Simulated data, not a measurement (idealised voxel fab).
A process module follows: voxel released beams.
Cross-section cut: width 280 nm, square cells of 5 nm.
Cross-section spec: square-cell grid; bands listed top down; each band is one or more rows.
Top, bottom (nm), then materials left to right with widths (nm); lone material tagged "all across" fills the whole band edge to edge; "blank" = empty space.
Heights are expressed relative to 0, this being the level below which the as-received wafer comprises one material exclusively. The lowest band is unbounded in the downward direction and is denoted as in "top 0, no bottom".
A width given as "30..40" starts at the first number in the band's top row and ends at the second number in its bottom row, shifting by an equal amount at every step from row to row.
For the purposes of this document, the phrase "no alteration" attached to a step denotes that no cell within the cross-section was modified by that step.
Enclosed voids (no open way to top), threshold 8 cells or more, entry "Sealed cavities", notation width x height at distance, distance from left edge, nm.
If you see something after the settings on a step's line, that's the simulator's own remark about that step.
A step line may carry the setting "overlay nm", which, for steps involving a mask, states the distance by which the mask lay to the right of its intended position; negative values denote displacement to the left.

### plan
1,RECEIVE, material Si
2,CONFORMAL_DEP, material Al2O3, thk nm 10
3,DIRECTIONAL_DEP, material SiO2, thk nm 15
4,DIRECTIONAL_DEP, material aC, thk nm 15
5,PATTERN, tone open, mask id ANCHOR, material resist, width nm 40, thk nm 30, overlay nm 0
6,DIRECTIONAL_ETCH, etch materials aC, depth nm 15
7,STRIP, etch materials resist
8,DIRECTIONAL_ETCH, etch materials SiO2, depth nm 15
9,STRIP, etch materials aC
10,CONFORMAL_DEP, material SiN, thk nm 15
11,DIRECTIONAL_DEP, material aC, thk nm 15
12,PATTERN, tone cover, mask id BEAM, material resist, width nm 100, thk nm 35, overlay nm 0
13,DIRECTIONAL_ETCH, etch materials aC, depth nm 15
14,STRIP, etch materials resist
15,DIRECTIONAL_ETCH, etch materials SiN, depth nm 15
16,STRIP, etch materials aC
17,STRIP, etch materials SiO2
The wafers in this document start out alike and differ in the width nm applied at step 12; the plan shows the value used for the first wafer.

### The first of several wafers as received, shown in cross-section; this is its state after step 1
    top 0, no bottom  Si all across
    Sealed cavities: none

### First wafer of several, cross-section, module end, after step 17 (last)
    top 40, bottom 25  85 of blank, then 15 of SiN, then 10 of blank, then 75 of SiN, then 95 of blank
    top 25, bottom 10  85 of blank, then 40 of SiN, then 155 of blank
    top 10, bottom 0  Al2O3 all across
    top 0, no bottom  Si all across
    Sealed cavities: none

### last wafer at the end
    top 40, bottom 25  75 of blank, then 25 of SiN, then 10 of blank, then 90 of SiN, then 80 of blank
    top 25, bottom 10  85 of blank, then 40 of SiN, then 155 of blank
    top 10, bottom 0  Al2O3 all across
    top 0, no bottom  Si all across
    Sealed cavities: none

### each wafer at the end: cells of each material gained (+) or lost (-) since it was received, then its closed voids
width nm 100; +112 Al2O3; +78 SiN; Sealed cavities: none
width nm 105; +112 Al2O3; +81 SiN; Sealed cavities: none
width nm 110; +112 Al2O3; +84 SiN; Sealed cavities: none
width nm 115; +112 Al2O3; +87 SiN; Sealed cavities: none
width nm 120; +112 Al2O3; +90 SiN; Sealed cavities: none
width nm 125; +112 Al2O3; +93 SiN; Sealed cavities: none
